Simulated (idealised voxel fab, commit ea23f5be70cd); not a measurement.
Herein follows the process module entitled voxel gate over fins.
The figure presents cross-section cut, which has a width of 225 nm and is divided into square cells with an edge length of 5 nm.
Cross-section spec: square-cell grid; bands listed top down; each band is one or more rows.
The entry gives the band's vertical extent as a top height and a bottom height in nm, then its horizontal make-up as materials from left to right, each with a width in nm. "air" stands for empty space; a single material marked "throughout" fills the band edge to edge.
Zero point of the height axis is 0; under it, received wafer = one material. Lowest band: continues down indefinitely, "from 0 down".
The expression "30..40" gives the width at the extremes of the band, the first number at its top row of cells and the second at its bottom row, with the width changing by equal amounts from each row to the next in between.
When a step is marked "nothing altered", none of the cells in the cross-section changed during that step.
Look at "Voids, fully enclosed" for the closed voids: empty spaces with no open path to the top, sized 8 cells or up. Each is width x height at distance, distance from the left edge, all nm.
Where a step's line continues beyond its settings, the continuation is a remark by the simulator itself on that step.
For masked steps, "overlay nm" on the step line gives how far right of plan the mask actually lay; a minus sign means it lay to the left.

THESE ARE THE STEPS WE PLANNED FOR THE PROCESS
step 1: RECEIVE | material Si
step 2: CONFORMAL_DEP | material SiN | thk nm 5
step 3: DIRECTIONAL_DEP | material aC | thk nm 15
step 4: PATTERN | tone cover | mask id FINS | material resist | width nm 15 | pitch nm 40 | thk nm 35 | overlay nm 0
step 5: DIRECTIONAL_ETCH | etch materials aC | depth nm 15
step 6: STRIP | etch materials resist
step 7: DIRECTIONAL_ETCH | etch materials SiN | depth nm 5
step 8: DIRECTIONAL_ETCH | etch materials Si | depth nm 35
step 9: STRIP | etch materials aC
step 10: OXIDIZE | depth nm 5
step 11: FILL_DEP | material SiO2 | thk nm 15
step 12: CMP | height nm 5
step 13: SELECTIVE_ETCH | etch materials SiO2 | depth nm 15
step 14: STRIP | etch materials SiN
step 15: CONFORMAL_DEP | material HfO2 | thk nm 5
step 16: CONFORMAL_DEP | material TiN | thk nm 5
step 17: CONFORMAL_DEP | material TiAl | thk nm 5
step 18: CONFORMAL_DEP | material TiN | thk nm 5
step 19: FILL_DEP | material W | thk nm 10
step 20: CMP | height nm 25
step 21: CONFORMAL_DEP | material SiCN | thk nm 5

FIRST OUT OF TWO WAFERS; RUN WENT TO PLAN

CROSS-SECTION OF THE WAFER AT RECEIPT, WHICH IS THE CONDITION AFTER STEP 1
  from 0 down  Si throughout
  Voids, fully enclosed: none

WAFER AFTER STEP 2 (CROSS-SECTION)
  from 5 to 0  SiN throughout
  below 0: unchanged

WAFER AFTER STEP 3 (CROSS-SECTION)
  from 20 to 5  aC throughout
  below 5: unchanged

WAFER AFTER STEP 4 (CROSS-SECTION)
  from 55 to 20  air=45, then resist=15, then air=25, then resist=15, then air=25, then resist=15, then air=25, then resist=15, then air=45
  below 20: unchanged

WAFER AFTER STEP 5 (CROSS-SECTION)
  from 40 to 20  air=45, then resist=15, then air=25, then resist=15, then air=25, then resist=15, then air=25, then resist=15, then air=45
  from 20 to 5  air=45, then aC=15, then air=25, then aC=15, then air=25, then aC=15, then air=25, then aC=15, then air=45
  below 5: unchanged

WAFER AFTER STEP 6 (CROSS-SECTION)
  from 20 to 5  air=45, then aC=15, then air=25, then aC=15, then air=25, then aC=15, then air=25, then aC=15, then air=45
  below 5: unchanged

WAFER AFTER STEP 7 (CROSS-SECTION)
  from 20 to 5  air=45, then aC=15, then air=25, then aC=15, then air=25, then aC=15, then air=25, then aC=15, then air=45
  from 5 to 0  air=45, then SiN=15, then air=25, then SiN=15, then air=25, then SiN=15, then air=25, then SiN=15, then air=45
  below 0: unchanged

WAFER AFTER STEP 8 (CROSS-SECTION)
  from 20 to 5  air=45, then aC=15, then air=25, then aC=15, then air=25, then aC=15, then air=25, then aC=15, then air=45
  from 5 to 0  air=45, then SiN=15, then air=25, then SiN=15, then air=25, then SiN=15, then air=25, then SiN=15, then air=45
  from 0 to -35  air=45, then Si=15, then air=25, then Si=15, then air=25, then Si=15, then air=25, then Si=15, then air=45
  below -35: unchanged

WAFER AFTER STEP 9 (CROSS-SECTION)
  from 5 to 0  air=45, then SiN=15, then air=25, then SiN=15, then air=25, then SiN=15, then air=25, then SiN=15, then air=45
  below 0: unchanged

WAFER AFTER STEP 10 (CROSS-SECTION)
  from 5 to 0  air=45, then SiN=15, then air=25, then SiN=15, then air=25, then SiN=15, then air=25, then SiN=15, then air=45
  from 0 to -35  air=45, then SiO2=5, then Si=5, then SiO2=5, then air=25, then SiO2=5, then Si=5, then SiO2=5, then air=25, then SiO2=5, then Si=5, then SiO2=5, then air=25, then SiO2=5, then Si=5, then SiO2=5, then air=45
  from -35 to -40  SiO2=50, then Si=5, then SiO2=35, then Si=5, then SiO2=35, then Si=5, then SiO2=35, then Si=5, then SiO2=50
  below -40: unchanged

WAFER AFTER STEP 11 (CROSS-SECTION)
  from 20 to 5  SiO2 throughout
  from 5 to 0  SiO2=45, then SiN=15, then SiO2=25, then SiN=15, then SiO2=25, then SiN=15, then SiO2=25, then SiN=15, then SiO2=45
  from 0 to -40  SiO2=50, then Si=5, then SiO2=35, then Si=5, then SiO2=35, then Si=5, then SiO2=35, then Si=5, then SiO2=50
  below -40: unchanged

WAFER AFTER STEP 12 (CROSS-SECTION)
  from 5 to 0  SiO2=45, then SiN=15, then SiO2=25, then SiN=15, then SiO2=25, then SiN=15, then SiO2=25, then SiN=15, then SiO2=45
  below 0: unchanged

WAFER AFTER STEP 13 (CROSS-SECTION)
  from 5 to 0  air=45, then SiN=15, then air=25, then SiN=15, then air=25, then SiN=15, then air=25, then SiN=15, then air=45
  from 0 to -10  air=50, then Si=5, then air=35, then Si=5, then air=35, then Si=5, then air=35, then Si=5, then air=50
  below -10: unchanged

WAFER AFTER STEP 14 (CROSS-SECTION)
  from 0 to -10  air=50, then Si=5, then air=35, then Si=5, then air=35, then Si=5, then air=35, then Si=5, then air=50
  below -10: unchanged

WAFER AFTER STEP 15 (CROSS-SECTION)
  from 5 to 0  air=45, then HfO2=15, then air=25, then HfO2=15, then air=25, then HfO2=15, then air=25, then HfO2=15, then air=45
  from 0 to -5  air=45, then HfO2=5, then Si=5, then HfO2=5, then air=25, then HfO2=5, then Si=5, then HfO2=5, then air=25, then HfO2=5, then Si=5, then HfO2=5, then air=25, then HfO2=5, then Si=5, then HfO2=5, then air=45
  from -5 to -10  HfO2=50, then Si=5, then HfO2=35, then Si=5, then HfO2=35, then Si=5, then HfO2=35, then Si=5, then HfO2=50
  below -10: unchanged

WAFER AFTER STEP 16 (CROSS-SECTION)
  from 10 to 5  air=40, then TiN=25, then air=15, then TiN=25, then air=15, then TiN=25, then air=15, then TiN=25, then air=40
  from 5 to 0  air=40, then TiN=5, then HfO2=15, then TiN=5, then air=15, then TiN=5, then HfO2=15, then TiN=5, then air=15, then TiN=5, then HfO2=15, then TiN=5, then air=15, then TiN=5, then HfO2=15, then TiN=5, then air=40
  from 0 to -5  TiN=45, then HfO2=5, then Si=5, then HfO2=5, then TiN=25, then HfO2=5, then Si=5, then HfO2=5, then TiN=25, then HfO2=5, then Si=5, then HfO2=5, then TiN=25, then HfO2=5, then Si=5, then HfO2=5, then TiN=45
  below -5: unchanged

WAFER AFTER STEP 17 (CROSS-SECTION)
  from 15 to 10  air=35, then TiAl=35, then air=5, then TiAl=35, then air=5, then TiAl=35, then air=5, then TiAl=35, then air=35
  from 10 to 5  air=35, then TiAl=5, then TiN=25, then TiAl=5, then air=5, then TiAl=5, then TiN=25, then TiAl=5, then air=5, then TiAl=5, then TiN=25, then TiAl=5, then air=5, then TiAl=5, then TiN=25, then TiAl=5, then air=35
  from 5 to 0  TiAl=40, then TiN=5, then HfO2=15, then TiN=5, then TiAl=15, then TiN=5, then HfO2=15, then TiN=5, then TiAl=15, then TiN=5, then HfO2=15, then TiN=5, then TiAl=15, then TiN=5, then HfO2=15, then TiN=5, then TiAl=40
  below 0: unchanged

WAFER AFTER STEP 18 (CROSS-SECTION)
  from 20 to 15  air=30, then TiN=165, then air=30
  from 15 to 10  air=30, then TiN=5, then TiAl=35, then TiN=5, then TiAl=35, then TiN=5, then TiAl=35, then TiN=5, then TiAl=35, then TiN=5, then air=30
  from 10 to 5  TiN=35, then TiAl=5, then TiN=25, then TiAl=5, then TiN=5, then TiAl=5, then TiN=25, then TiAl=5, then TiN=5, then TiAl=5, then TiN=25, then TiAl=5, then TiN=5, then TiAl=5, then TiN=25, then TiAl=5, then TiN=35
  below 5: unchanged

WAFER AFTER STEP 19 (CROSS-SECTION)
  from 30 to 20  W throughout
  from 20 to 15  W=30, then TiN=165, then W=30
  from 15 to 10  W=30, then TiN=5, then TiAl=35, then TiN=5, then TiAl=35, then TiN=5, then TiAl=35, then TiN=5, then TiAl=35, then TiN=5, then W=30
  below 10: unchanged

WAFER AFTER STEP 20 (CROSS-SECTION)
  from 25 to 20  W throughout
  below 20: unchanged

WAFER AFTER STEP 21 (CROSS-SECTION)
  from 30 to 25  SiCN throughout
  below 25: unchanged

THE SECOND WAFER WAS PREPARED FROM THE SAME STARTING POINT AND UNDER THE SAME PLAN AS THE FIRST; ITS PROCESSING CONTAINED ONE MISTAKE, AND IT REMAINS INDISTINGUISHABLE FROM THE FIRST WAFER UP TO AND INCLUDING STEP 3

CROSS-SECTION OF THE SECOND WAFER AT THE TIME BY WHICH STEP 4 SHOULD HAVE BEEN COMPLETED ACCORDING TO THE PLAN
  from 55 to 20  resist=45, then air=15, then resist=25, then air=15, then resist=25, then air=15, then resist=25, then air=15, then resist=45
  below 20: unchanged

CROSS-SECTION OF THE SECOND WAFER AT THE TIME BY WHICH STEP 5 SHOULD HAVE BEEN COMPLETED ACCORDING TO THE PLAN
  from 40 to 20  resist=45, then air=15, then resist=25, then air=15, then resist=25, then air=15, then resist=25, then air=15, then resist=45
  from 20 to 5  aC=45, then air=15, then aC=25, then air=15, then aC=25, then air=15, then aC=25, then air=15, then aC=45
  below 5: unchanged

CROSS-SECTION OF THE SECOND WAFER AT THE TIME BY WHICH STEP 6 SHOULD HAVE BEEN COMPLETED ACCORDING TO THE PLAN
  from 20 to 5  aC=45, then air=15, then aC=25, then air=15, then aC=25, then air=15, then aC=25, then air=15, then aC=45
  below 5: unchanged

CROSS-SECTION OF THE SECOND WAFER AT THE TIME BY WHICH STEP 7 SHOULD HAVE BEEN COMPLETED ACCORDING TO THE PLAN
  from 20 to 5  aC=45, then air=15, then aC=25, then air=15, then aC=25, then air=15, then aC=25, then air=15, then aC=45
  from 5 to 0  SiN=45, then air=15, then SiN=25, then air=15, then SiN=25, then air=15, then SiN=25, then air=15, then SiN=45
  below 0: unchanged

CROSS-SECTION OF THE SECOND WAFER AT THE TIME BY WHICH STEP 8 SHOULD HAVE BEEN COMPLETED ACCORDING TO THE PLAN
  from 20 to 5  aC=45, then air=15, then aC=25, then air=15, then aC=25, then air=15, then aC=25, then air=15, then aC=45
  from 5 to 0  SiN=45, then air=15, then SiN=25, then air=15, then SiN=25, then air=15, then SiN=25, then air=15, then SiN=45
  from 0 to -35  Si=45, then air=15, then Si=25, then air=15, then Si=25, then air=15, then Si=25, then air=15, then Si=45
  below -35: unchanged

CROSS-SECTION OF THE SECOND WAFER AT THE TIME BY WHICH STEP 9 SHOULD HAVE BEEN COMPLETED ACCORDING TO THE PLAN
  from 5 to 0  SiN=45, then air=15, then SiN=25, then air=15, then SiN=25, then air=15, then SiN=25, then air=15, then SiN=45
  below 0: unchanged

CROSS-SECTION OF THE SECOND WAFER AT THE TIME BY WHICH STEP 10 SHOULD HAVE BEEN COMPLETED ACCORDING TO THE PLAN
  from 5 to 0  SiN=45, then air=15, then SiN=25, then air=15, then SiN=25, then air=15, then SiN=25, then air=15, then SiN=45
  from 0 to -35  Si=40, then SiO2=5, then air=15, then SiO2=5, then Si=15, then SiO2=5, then air=15, then SiO2=5, then Si=15, then SiO2=5, then air=15, then SiO2=5, then Si=15, then SiO2=5, then air=15, then SiO2=5, then Si=40
  from -35 to -40  Si=40, then SiO2=25, then Si=15, then SiO2=25, then Si=15, then SiO2=25, then Si=15, then SiO2=25, then Si=40
  below -40: unchanged

CROSS-SECTION OF THE SECOND WAFER AT THE TIME BY WHICH STEP 11 SHOULD HAVE BEEN COMPLETED ACCORDING TO THE PLAN
  from 20 to 5  SiO2 throughout
  from 5 to 0  SiN=45, then SiO2=15, then SiN=25, then SiO2=15, then SiN=25, then SiO2=15, then SiN=25, then SiO2=15, then SiN=45
  from 0 to -40  Si=40, then SiO2=25, then Si=15, then SiO2=25, then Si=15, then SiO2=25, then Si=15, then SiO2=25, then Si=40
  below -40: unchanged

CROSS-SECTION OF THE SECOND WAFER AT THE TIME BY WHICH STEP 12 SHOULD HAVE BEEN COMPLETED ACCORDING TO THE PLAN
  from 5 to 0  SiN=45, then SiO2=15, then SiN=25, then SiO2=15, then SiN=25, then SiO2=15, then SiN=25, then SiO2=15, then SiN=45
  below 0: unchanged

CROSS-SECTION OF THE SECOND WAFER AT THE TIME BY WHICH STEP 13 SHOULD HAVE BEEN COMPLETED ACCORDING TO THE PLAN
  from 5 to 0  SiN=45, then air=15, then SiN=25, then air=15, then SiN=25, then air=15, then SiN=25, then air=15, then SiN=45
  from 0 to -10  Si=40, then air=25, then Si=15, then air=25, then Si=15, then air=25, then Si=15, then air=25, then Si=40
  below -10: unchanged

CROSS-SECTION OF THE SECOND WAFER AT THE TIME BY WHICH STEP 14 SHOULD HAVE BEEN COMPLETED ACCORDING TO THE PLAN
  from 0 to -10  Si=40, then air=25, then Si=15, then air=25, then Si=15, then air=25, then Si=15, then air=25, then Si=40
  below -10: unchanged

CROSS-SECTION OF THE SECOND WAFER AT THE TIME BY WHICH STEP 15 SHOULD HAVE BEEN COMPLETED ACCORDING TO THE PLAN
  from 5 to 0  HfO2=45, then air=15, then HfO2=25, then air=15, then HfO2=25, then air=15, then HfO2=25, then air=15, then HfO2=45
  from 0 to -5  Si=40, then HfO2=5, then air=15, then HfO2=5, then Si=15, then HfO2=5, then air=15, then HfO2=5, then Si=15, then HfO2=5, then air=15, then HfO2=5, then Si=15, then HfO2=5, then air=15, then HfO2=5, then Si=40
  from -5 to -10  Si=40, then HfO2=25, then Si=15, then HfO2=25, then Si=15, then HfO2=25, then Si=15, then HfO2=25, then Si=40
  below -10: unchanged

CROSS-SECTION OF THE SECOND WAFER AT THE TIME BY WHICH STEP 16 SHOULD HAVE BEEN COMPLETED ACCORDING TO THE PLAN
  from 10 to 5  TiN=50, then air=5, then TiN=35, then air=5, then TiN=35, then air=5, then TiN=35, then air=5, then TiN=50
  from 5 to 0  HfO2=45, then TiN=5, then air=5, then TiN=5, then HfO2=25, then TiN=5, then air=5, then TiN=5, then HfO2=25, then TiN=5, then air=5, then TiN=5, then HfO2=25, then TiN=5, then air=5, then TiN=5, then HfO2=45
  from 0 to -5  Si=40, then HfO2=5, then TiN=15, then HfO2=5, then Si=15, then HfO2=5, then TiN=15, then HfO2=5, then Si=15, then HfO2=5, then TiN=15, then HfO2=5, then Si=15, then HfO2=5, then TiN=15, then HfO2=5, then Si=40
  below -5: unchanged

CROSS-SECTION OF THE SECOND WAFER AT THE TIME BY WHICH STEP 17 SHOULD HAVE BEEN COMPLETED ACCORDING TO THE PLAN
  from 15 to 10  TiAl throughout
  from 10 to 5  TiN=50, then TiAl=5, then TiN=35, then TiAl=5, then TiN=35, then TiAl=5, then TiN=35, then TiAl=5, then TiN=50
  from 5 to 0  HfO2=45, then TiN=5, then TiAl=5, then TiN=5, then HfO2=25, then TiN=5, then TiAl=5, then TiN=5, then HfO2=25, then TiN=5, then TiAl=5, then TiN=5, then HfO2=25, then TiN=5, then TiAl=5, then TiN=5, then HfO2=45
  below 0: unchanged

CROSS-SECTION OF THE SECOND WAFER AT THE TIME BY WHICH STEP 18 SHOULD HAVE BEEN COMPLETED ACCORDING TO THE PLAN
  from 20 to 15  TiN throughout
  below 15: unchanged

CROSS-SECTION OF THE SECOND WAFER AT THE TIME BY WHICH STEP 19 SHOULD HAVE BEEN COMPLETED ACCORDING TO THE PLAN
  from 30 to 20  W throughout
  below 20: unchanged

CROSS-SECTION OF THE SECOND WAFER AT THE TIME BY WHICH STEP 20 SHOULD HAVE BEEN COMPLETED ACCORDING TO THE PLAN
  from 25 to 20  W throughout
  below 20: unchanged

CROSS-SECTION OF THE SECOND WAFER AT THE TIME BY WHICH STEP 21 SHOULD HAVE BEEN COMPLETED ACCORDING TO THE PLAN
  from 30 to 25  SiCN throughout
  below 25: unchanged
Diagnosis: contrary to plan, step 4 was performed as PATTERN | tone open | mask id FINS | material resist | width nm 15 | pitch nm 40 | thk nm 35 | overlay nm 0
Counted in cells at the end, the second wafer holds more or fewer of these materials than the first: Si: 168 more, SiO2: 126 fewer, TiAl: 8 fewer, TiN: 10 fewer, W: 24 fewer
